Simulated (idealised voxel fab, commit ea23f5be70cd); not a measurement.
Documented hereafter: the process module known as voxel wiring stack.
The cross-section shown here is cut; it is 160 nm wide and divided into square cells measuring 5 nm on a side.
Each cross-section below is a grid of square cells, stated as bands in top-down order, with one or more rows of cells making up each band.
Each band's line starts with the height of the band's top and of its bottom, in nm. Then come its materials from left to right, each with its width in nm. One material with "everywhere" fills the band from edge to edge. "air" is empty space.
All heights in this document are referenced to 0, defined as the level beneath which the wafer, as received, consists entirely of one material. The lowest band is not bounded below; it extends indefinitely downward and is written in the form "0..down".
Graded width ("30->40"): value in top row of band = first number; value in bottom row = second number; row-to-row change constant.
A step reported as "same as before" is a step in which no cell of the cross-section changed.
Voids not open to the top, 8 cells minimum: see "Sealed internal cavities". Written width x height at distance; distance is from the left edge; nm.
It should be noted that, on the line of a given step, the content following the step's settings is a remark produced by the simulator itself with respect to that step.
overlay nm: how far to the right of its planned place the mask lay on this masked step (negative: to the left).
Note: before/after cross-section pairs follow, one process step per pair, after-side truncated at the lowest changed band, step and settings given beneath. Different runs of this module on the same starting wafer may supply the pairs; a pair continues the one above only where the "Pre-process cross-section" entry says so.
**Pre-process cross-section**
115..100 | resist: 50 | air: 20 | resist: 15 | air: 20 | resist: 55
100..85 | SiO2: 50 | air: 20 | SiO2: 15 | air: 20 | SiO2: 55
85..75 | SiO2: 50 | air: 15 | SiO2: 20 | air: 15 | SiO2: 60
75..70 | SiCN: 50 | air: 15 | SiCN: 20 | air: 15 | SiCN: 60
70..60 | lowk: 40 | TiN: 5 | Cu: 20 | TiN: 5 | lowk: 15 | TiN: 5 | Cu: 10 | TiN: 5 | lowk: 55
60..55 | lowk: 40 | TiN: 15 | Cu: 10 | TiN: 5 | lowk: 15 | TiN: 5 | Cu: 10 | TiN: 5 | lowk: 55
55..50 | lowk: 50 | TiN: 20 | lowk: 15 | TiN: 20 | lowk: 55
50..35 | lowk: 50 | TiN: 5 | lowk: 105
35..30 | SiCN: 50 | TiN: 5 | SiCN: 105
30..15 | lowk: 45 | SiCN: 5 | W: 20 | SiCN: 5 | lowk: 5 | SiCN: 5 | W: 20 | SiCN: 5 | lowk: 50
15..10 | SiCN: 50 | TiN: 20 | SiCN: 15 | TiN: 20 | SiCN: 55
10..0 | SiO2 everywhere
0..down | Si everywhere
Sealed internal cavities: none
**Resulting Structure**
100..85 | SiO2: 50 | air: 20 | SiO2: 15 | air: 20 | SiO2: 55
Nothing below the height 85 has changed.
Sealed internal cavities: none
Process step (between the before and after cross-sections above): STRIP (etch materials resist)
Pre-process cross-section: The pre-step condition corresponds to the post-step cross-section depicted in the pair directly above.
**Resulting Structure**
105..100 | TiN: 55 | air: 10 | TiN: 25 | air: 10 | TiN: 60
100..90 | SiO2: 50 | TiN: 5 | air: 10 | TiN: 5 | SiO2: 15 | TiN: 5 | air: 10 | TiN: 5 | SiO2: 55
90..85 | SiO2: 50 | TiN: 5 | air: 5 | TiN: 10 | SiO2: 15 | TiN: 5 | air: 5 | TiN: 10 | SiO2: 55
85..75 | SiO2: 50 | TiN: 5 | air: 5 | TiN: 5 | SiO2: 20 | TiN: 5 | air: 5 | TiN: 5 | SiO2: 60
75..70 | SiCN: 50 | TiN: 15 | SiCN: 20 | TiN: 15 | SiCN: 60
Nothing below the height 70 has changed.
Sealed internal cavities: none
Process step (between the before and after cross-sections above): CONFORMAL_DEP (material TiN; thk nm 5)
Pre-process cross-section: The pre-step condition corresponds to the post-step cross-section depicted in the pair directly above.
**Resulting Structure**
110..105 | Ru everywhere
105..100 | TiN: 55 | Ru: 10 | TiN: 25 | Ru: 10 | TiN: 60
100..90 | SiO2: 50 | TiN: 5 | Ru: 10 | TiN: 5 | SiO2: 15 | TiN: 5 | Ru: 10 | TiN: 5 | SiO2: 55
90..85 | SiO2: 50 | TiN: 5 | Ru: 5 | TiN: 10 | SiO2: 15 | TiN: 5 | Ru: 5 | TiN: 10 | SiO2: 55
85..75 | SiO2: 50 | TiN: 5 | Ru: 5 | TiN: 5 | SiO2: 20 | TiN: 5 | Ru: 5 | TiN: 5 | SiO2: 60
Nothing below the height 75 has changed.
Sealed internal cavities: none
Process step (between the before and after cross-sections above): FILL_DEP (material Ru; thk nm 5)
Pre-process cross-section: The pre-step condition corresponds to the post-step cross-section depicted in the pair directly above.
**Resulting Structure**
100..90 | SiO2: 50 | TiN: 5 | Ru: 10 | TiN: 5 | SiO2: 15 | TiN: 5 | Ru: 10 | TiN: 5 | SiO2: 55
Nothing below the height 90 has changed.
Sealed internal cavities: none
Process step (between the before and after cross-sections above): CMP (height nm 100)
Pre-process cross-section: The pre-step condition corresponds to the post-step cross-section depicted in the pair directly above.
**Resulting Structure**
105..100 | SiCN everywhere
Nothing below the height 100 has changed.
Sealed internal cavities: none
Process step (between the before and after cross-sections above): CONFORMAL_DEP (material SiCN; thk nm 5)
**Pre-process cross-section**
105..100 | TiN: 55 | air: 10 | TiN: 25 | air: 10 | TiN: 60
100..90 | SiO2: 50 | TiN: 5 | air: 10 | TiN: 5 | SiO2: 15 | TiN: 5 | air: 10 | TiN: 5 | SiO2: 55
90..85 | SiO2: 50 | TiN: 5 | air: 5 | TiN: 10 | SiO2: 15 | TiN: 5 | air: 5 | TiN: 10 | SiO2: 55
85..75 | SiO2: 50 | TiN: 5 | air: 5 | TiN: 5 | SiO2: 20 | TiN: 5 | air: 5 | TiN: 5 | SiO2: 60
75..70 | SiCN: 50 | TiN: 15 | SiCN: 20 | TiN: 15 | SiCN: 60
70..55 | lowk: 50 | TiN: 5 | Cu: 10 | TiN: 5 | lowk: 15 | TiN: 5 | Cu: 10 | TiN: 5 | lowk: 55
55..50 | lowk: 50 | TiN: 5 | Cu: 5 | TiN: 10 | lowk: 15 | TiN: 20 | lowk: 55
50..35 | lowk: 50 | TiN: 5 | Cu: 5 | TiN: 5 | lowk: 95
35..30 | SiCN: 50 | TiN: 15 | SiCN: 95
30..15 | lowk: 45 | SiCN: 5 | W: 20 | SiCN: 5 | lowk: 5 | SiCN: 5 | W: 20 | SiCN: 5 | lowk: 50
15..10 | SiCN: 50 | TiN: 20 | SiCN: 15 | TiN: 20 | SiCN: 55
10..0 | SiO2 everywhere
0..down | Si everywhere
Sealed internal cavities: none
**Resulting Structure**
110..105 | lowk everywhere
105..100 | TiN: 55 | lowk: 10 | TiN: 25 | lowk: 10 | TiN: 60
100..90 | SiO2: 50 | TiN: 5 | lowk: 10 | TiN: 5 | SiO2: 15 | TiN: 5 | lowk: 10 | TiN: 5 | SiO2: 55
90..85 | SiO2: 50 | TiN: 5 | lowk: 5 | TiN: 10 | SiO2: 15 | TiN: 5 | lowk: 5 | TiN: 10 | SiO2: 55
85..75 | SiO2: 50 | TiN: 5 | lowk: 5 | TiN: 5 | SiO2: 20 | TiN: 5 | lowk: 5 | TiN: 5 | SiO2: 60
Nothing below the height 75 has changed.
Sealed internal cavities: none
Process step (between the before and after cross-sections above): FILL_DEP (material lowk; thk nm 5)
Pre-process cross-section: The pre-step condition corresponds to the post-step cross-section depicted in the pair directly above.
**Resulting Structure**
100..90 | SiO2: 50 | TiN: 5 | lowk: 10 | TiN: 5 | SiO2: 15 | TiN: 5 | lowk: 10 | TiN: 5 | SiO2: 55
Nothing below the height 90 has changed.
Sealed internal cavities: none
Process step (between the before and after cross-sections above): CMP (height nm 100)
Pre-process cross-section: The pre-step condition corresponds to the post-step cross-section depicted in the pair directly above.
**Resulting Structure**
105..100 | SiCN everywhere
Nothing below the height 100 has changed.
Sealed internal cavities: none
Process step (between the before and after cross-sections above): CONFORMAL_DEP (material SiCN; thk nm 5)
**Pre-process cross-section**
80..70 | aC: 50 | air: 20 | aC: 15 | air: 20 | aC: 55
70..60 | lowk: 50 | air: 20 | lowk: 15 | air: 20 | lowk: 55
60..50 | lowk: 50 | aC: 20 | lowk: 15 | aC: 20 | lowk: 55
50..35 | lowk everywhere
35..30 | SiCN everywhere
30..15 | lowk: 45 | SiCN: 5 | W: 20 | SiCN: 5 | lowk: 5 | SiCN: 5 | W: 20 | SiCN: 5 | lowk: 50
15..10 | SiCN: 50 | TiN: 20 | SiCN: 15 | TiN: 20 | SiCN: 55
10..0 | SiO2 everywhere
0..down | Si everywhere
Sealed internal cavities: none
**Resulting Structure**
110..80 | air: 50 | resist: 15 | air: 95
80..70 | aC: 50 | resist: 15 | air: 5 | aC: 15 | air: 20 | aC: 55
70..60 | lowk: 50 | resist: 15 | air: 5 | lowk: 15 | air: 20 | lowk: 55
Nothing below the height 60 has changed.
Sealed internal cavities: none
Process step (between the before and after cross-sections above): PATTERN (tone cover; mask id METAL_2_HOLES; material resist; width nm 15; thk nm 30; overlay nm 0)
Pre-process cross-section: The pre-step condition corresponds to the post-step cross-section depicted in the pair directly above.
**Resulting Structure**
100..70 | air: 50 | resist: 15 | air: 95
70..60 | lowk: 50 | resist: 15 | air: 5 | lowk: 15 | air: 20 | lowk: 55
60..50 | lowk: 50 | aC: 15 | air: 5 | lowk: 15 | air: 20 | lowk: 55
Nothing below the height 50 has changed.
Sealed internal cavities: none
Process step (between the before and after cross-sections above): DIRECTIONAL_ETCH (etch materials aC; depth nm 10)
Pre-process cross-section: The pre-step condition corresponds to the post-step cross-section depicted in the pair directly above.
**Resulting Structure**
70..60 | lowk: 50 | air: 20 | lowk: 15 | air: 20 | lowk: 55
Nothing below the height 60 has changed.
Sealed internal cavities: none
Process step (between the before and after cross-sections above): STRIP (etch materials resist)
Pre-process cross-section: The pre-step condition corresponds to the post-step cross-section depicted in the pair directly above.
**Resulting Structure**
60..55 | air: 50 | aC: 15 | air: 95
55..50 | lowk: 50 | aC: 15 | air: 5 | lowk: 15 | air: 20 | lowk: 55
50..35 | lowk: 65 | air: 5 | lowk: 15 | air: 20 | lowk: 55
Nothing below the height 35 has changed.
Sealed internal cavities: none
Process step (between the before and after cross-sections above): DIRECTIONAL_ETCH (etch materials lowk; depth nm 15)
Pre-process cross-section: The pre-step condition corresponds to the post-step cross-section depicted in the pair directly above.
**Resulting Structure**
60..55 | air: 50 | aC: 15 | air: 95
55..50 | lowk: 50 | aC: 15 | air: 5 | lowk: 15 | air: 20 | lowk: 55
50..35 | lowk: 65 | air: 5 | lowk: 15 | air: 20 | lowk: 55
35..30 | SiCN: 65 | air: 5 | SiCN: 15 | air: 20 | SiCN: 55
Nothing below the height 30 has changed.
Sealed internal cavities: none
Process step (between the before and after cross-sections above): DIRECTIONAL_ETCH (etch materials SiCN; depth nm 5)
Pre-process cross-section: The pre-step condition corresponds to the post-step cross-section depicted in the pair directly above.
**Resulting Structure**
55..50 | lowk: 50 | air: 20 | lowk: 15 | air: 20 | lowk: 55
Nothing below the height 50 has changed.
Sealed internal cavities: none
Process step (between the before and after cross-sections above): STRIP (etch materials aC)
Pre-process cross-section: The pre-step condition corresponds to the post-step cross-section depicted in the pair directly above.
**Resulting Structure**
60..55 | TiN: 55 | air: 10 | TiN: 25 | air: 10 | TiN: 60
55..50 | lowk: 50 | TiN: 20 | lowk: 15 | TiN: 5 | air: 10 | TiN: 5 | lowk: 55
50..35 | lowk: 65 | TiN: 5 | lowk: 15 | TiN: 5 | air: 10 | TiN: 5 | lowk: 55
35..30 | SiCN: 65 | TiN: 5 | SiCN: 15 | TiN: 20 | SiCN: 55
Nothing below the height 30 has changed.
Sealed internal cavities: none
Process step (between the before and after cross-sections above): CONFORMAL_DEP (material TiN; thk nm 5)
Pre-process cross-section: The pre-step condition corresponds to the post-step cross-section depicted in the pair directly above.
**Resulting Structure**
70..60 | Cu everywhere
60..55 | TiN: 55 | Cu: 10 | TiN: 25 | Cu: 10 | TiN: 60
55..50 | lowk: 50 | TiN: 20 | lowk: 15 | TiN: 5 | Cu: 10 | TiN: 5 | lowk: 55
50..35 | lowk: 65 | TiN: 5 | lowk: 15 | TiN: 5 | Cu: 10 | TiN: 5 | lowk: 55
Nothing below the height 35 has changed.
Sealed internal cavities: none
Process step (between the before and after cross-sections above): FILL_DEP (material Cu; thk nm 10)
Pre-process cross-section: The pre-step condition corresponds to the post-step cross-section depicted in the pair directly above.
**Resulting Structure**
75..70 | SiCN everywhere
Nothing below the height 70 has changed.
Sealed internal cavities: none
Process step (between the before and after cross-sections above): CONFORMAL_DEP (material SiCN; thk nm 5)
Pre-process cross-section: The pre-step condition corresponds to the post-step cross-section depicted in the pair directly above.
**Resulting Structure**
100..75 | SiO2 everywhere
Nothing below the height 75 has changed.
Sealed internal cavities: none
Process step (between the before and after cross-sections above): DIRECTIONAL_DEP (material SiO2; thk nm 25)
Pre-process cross-section: The pre-step condition corresponds to the post-step cross-section depicted in the pair directly above.
**Resulting Structure**
110..100 | aC everywhere
Nothing below the height 100 has changed.
Sealed internal cavities: none
Process step (between the before and after cross-sections above): DIRECTIONAL_DEP (material aC; thk nm 10)
Pre-process cross-section: The pre-step condition corresponds to the post-step cross-section depicted in the pair directly above.
**Resulting Structure**
140..110 | resist: 50 | air: 15 | resist: 20 | air: 15 | resist: 60
Nothing below the height 110 has changed.
Sealed internal cavities: none
Process step (between the before and after cross-sections above): PATTERN (tone open; mask id METAL_3_HOLES; material resist; width nm 15; pitch nm 35; thk nm 30; overlay nm 0)
Pre-process cross-section: The pre-step condition corresponds to the post-step cross-section depicted in the pair directly above.
**Resulting Structure**
130..110 | resist: 50 | air: 15 | resist: 20 | air: 15 | resist: 60
110..100 | aC: 50 | air: 15 | aC: 20 | air: 15 | aC: 60
Nothing below the height 100 has changed.
Sealed internal cavities: none
Process step (between the before and after cross-sections above): DIRECTIONAL_ETCH (etch materials aC; depth nm 10)
Pre-process cross-section: The pre-step condition corresponds to the post-step cross-section depicted in the pair directly above.
**Resulting Structure**
110..100 | aC: 50 | air: 15 | aC: 20 | air: 15 | aC: 60
Nothing below the height 100 has changed.
Sealed internal cavities: none
Process step (between the before and after cross-sections above): STRIP (etch materials resist)
Pre-process cross-section: The pre-step condition corresponds to the post-step cross-section depicted in the pair directly above.
**Resulting Structure**
110..100 | aC: 50 | air: 15 | aC: 20 | air: 15 | aC: 60
100..75 | SiO2: 50 | air: 15 | SiO2: 20 | air: 15 | SiO2: 60
Nothing below the height 75 has changed.
Sealed internal cavities: none
Process step (between the before and after cross-sections above): DIRECTIONAL_ETCH (etch materials SiO2; depth nm 25)
Pre-process cross-section: The pre-step condition corresponds to the post-step cross-section depicted in the pair directly above.
**Resulting Structure**
100..75 | SiO2: 50 | air: 15 | SiO2: 20 | air: 15 | SiO2: 60
Nothing below the height 75 has changed.
Sealed internal cavities: none
Process step (between the before and after cross-sections above): STRIP (etch materials aC)
Pre-process cross-section: The pre-step condition corresponds to the post-step cross-section depicted in the pair directly above.
**Resulting Structure**
115..100 | resist: 50 | air: 20 | resist: 15 | air: 20 | resist: 55
Nothing below the height 100 has changed.
Sealed internal cavities: none
Process step (between the before and after cross-sections above): PATTERN (tone open; mask id METAL_3; material resist; width nm 20; pitch nm 35; thk nm 15; overlay nm 0)
Pre-process cross-section: The pre-step condition corresponds to the post-step cross-section depicted in the pair directly above.
**Resulting Structure**
115..100 | resist: 50 | air: 20 | resist: 15 | air: 20 | resist: 55
100..85 | SiO2: 50 | air: 20 | SiO2: 15 | air: 20 | SiO2: 55
Nothing below the height 85 has changed.
Sealed internal cavities: none
Process step (between the before and after cross-sections above): DIRECTIONAL_ETCH (etch materials SiO2; depth nm 15)
Pre-process cross-section: The pre-step condition corresponds to the post-step cross-section depicted in the pair directly above.
**Resulting Structure**
115..100 | resist: 50 | air: 20 | resist: 15 | air: 20 | resist: 55
100..85 | SiO2: 50 | air: 20 | SiO2: 15 | air: 20 | SiO2: 55
85..75 | SiO2: 50 | air: 15 | SiO2: 20 | air: 15 | SiO2: 60
75..70 | SiCN: 50 | air: 15 | SiCN: 20 | air: 15 | SiCN: 60
Nothing below the height 70 has changed.
Sealed internal cavities: none
Process step (between the before and after cross-sections above): DIRECTIONAL_ETCH (etch materials SiCN; depth nm 5)
Pre-process cross-section: The pre-step condition corresponds to the post-step cross-section depicted in the pair directly above.
**Resulting Structure**
100..85 | SiO2: 50 | air: 20 | SiO2: 15 | air: 20 | SiO2: 55
Nothing below the height 85 has changed.
Sealed internal cavities: none
Process step (between the before and after cross-sections above): STRIP (etch materials resist)
Pre-process cross-section: The pre-step condition corresponds to the post-step cross-section depicted in the pair directly above.
**Resulting Structure**
105..100 | TiN: 55 | air: 10 | TiN: 25 | air: 10 | TiN: 60
100..90 | SiO2: 50 | TiN: 5 | air: 10 | TiN: 5 | SiO2: 15 | TiN: 5 | air: 10 | TiN: 5 | SiO2: 55
90..85 | SiO2: 50 | TiN: 5 | air: 5 | TiN: 10 | SiO2: 15 | TiN: 5 | air: 5 | TiN: 10 | SiO2: 55
85..75 | SiO2: 50 | TiN: 5 | air: 5 | TiN: 5 | SiO2: 20 | TiN: 5 | air: 5 | TiN: 5 | SiO2: 60
75..70 | SiCN: 50 | TiN: 15 | SiCN: 20 | TiN: 15 | SiCN: 60
Nothing below the height 70 has changed.
Sealed internal cavities: none
Process step (between the before and after cross-sections above): CONFORMAL_DEP (material TiN; thk nm 5)
Pre-process cross-section: The pre-step condition corresponds to the post-step cross-section depicted in the pair directly above.
**Resulting Structure**
110..105 | Ru everywhere
105..100 | TiN: 55 | Ru: 10 | TiN: 25 | Ru: 10 | TiN: 60
100..90 | SiO2: 50 | TiN: 5 | Ru: 10 | TiN: 5 | SiO2: 15 | TiN: 5 | Ru: 10 | TiN: 5 | SiO2: 55
90..85 | SiO2: 50 | TiN: 5 | Ru: 5 | TiN: 10 | SiO2: 15 | TiN: 5 | Ru: 5 | TiN: 10 | SiO2: 55
85..75 | SiO2: 50 | TiN: 5 | Ru: 5 | TiN: 5 | SiO2: 20 | TiN: 5 | Ru: 5 | TiN: 5 | SiO2: 60
Nothing below the height 75 has changed.
Sealed internal cavities: none
Process step (between the before and after cross-sections above): FILL_DEP (material Ru; thk nm 5)
Pre-process cross-section: The pre-step condition corresponds to the post-step cross-section depicted in the pair directly above.
**Resulting Structure**
100..90 | SiO2: 50 | TiN: 5 | Ru: 10 | TiN: 5 | SiO2: 15 | TiN: 5 | Ru: 10 | TiN: 5 | SiO2: 55
Nothing below the height 90 has changed.
Sealed internal cavities: none
Process step (between the before and after cross-sections above): CMP (height nm 100)
Pre-process cross-section: The pre-step condition corresponds to the post-step cross-section depicted in the pair directly above.
**Resulting Structure**
105..100 | SiCN everywhere
Nothing below the height 100 has changed.
Sealed internal cavities: none
Process step (between the before and after cross-sections above): CONFORMAL_DEP (material SiCN; thk nm 5)
